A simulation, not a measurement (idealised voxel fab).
A process module follows: voxel spacer lines.
300 nm wide, 5 nm square cells: that's cross-section cut.
In what follows, cross-sections appear as grids of square cells, described through bands that run from the top down, where every band is one or more rows of cells.
For a band, the entry starts with two heights in nm, that of the top and then that of the bottom, and carries on with the band's materials in order from left to right, each alongside its width in nm; the word "edge to edge" beside a single material means it fills the band edge to edge, and "blank" means empty space.
Below 0: as-received wafer, all one material; heights counted from there. Lowest band: no bottom, goes on down, written "0 down".
With a width like "30..40", each row of cells in the band differs from the next by the same amount, the top row carrying the first number and the bottom row the second.
Where a step carries "remained the same", the cross-section came out of it unchanged, cell for cell.
The list in "Fully enclosed voids" covers empty spaces of 8 cells or more that cannot reach the top through any open way, and it gives each as width x height at distance; the distance is from the left edge, and width, height and distance are in nm.
Past the settings on a step's line: simulator remark, on that step.
"overlay nm" denotes, for a step that has a mask, the displacement of the mask to the right of its planned place, with negative values corresponding to the left.

## Process steps - plan
step 1: RECEIVE: material Si
step 2: CONFORMAL_DEP: material Al2O3, thk nm 5
step 3: DIRECTIONAL_DEP: material W, thk nm 10
step 4: DIRECTIONAL_DEP: material aC, thk nm 20
step 5: PATTERN: tone cover, mask id MANDREL, material resist, width nm 15, pitch nm 50, thk nm 30, overlay nm 0
step 6: DIRECTIONAL_ETCH: etch materials aC, depth nm 20
step 7: STRIP: etch materials resist
step 8: CONFORMAL_DEP: material SiO2, thk nm 10
step 9: DIRECTIONAL_ETCH: etch materials SiO2, depth nm 10
step 10: STRIP: etch materials aC
step 11: DIRECTIONAL_ETCH: etch materials W, depth nm 10
step 12: STRIP: etch materials SiO2
step 13: FILL_DEP: material SiO2, thk nm 5
step 14: CMP: height nm 15

## Cross-section of the wafer as it came to us, i.e., already through step 1
- 0 down = Si edge to edge
- Fully enclosed voids: none

## The following cross-section depicts the wafer upon conclusion of the module. Processing commenced from the starting condition illustrated above and adhered to the plan illustrated above, save for one mistake in execution
- 15 to 5 = aC (80)  W (10)  aC (15)  W (10)  aC (15)  W (10)  aC (15)  W (10)  aC (15)  W (10)  aC (15)  W (10)  aC (85)
- 5 to 0 = Al2O3 edge to edge
- 0 down = Si edge to edge
- Fully enclosed voids: none
So what did we get wrong on this run? so step 13 ended up running with a different setting than we planned, it ran as FILL_DEP: material aC, thk nm 5
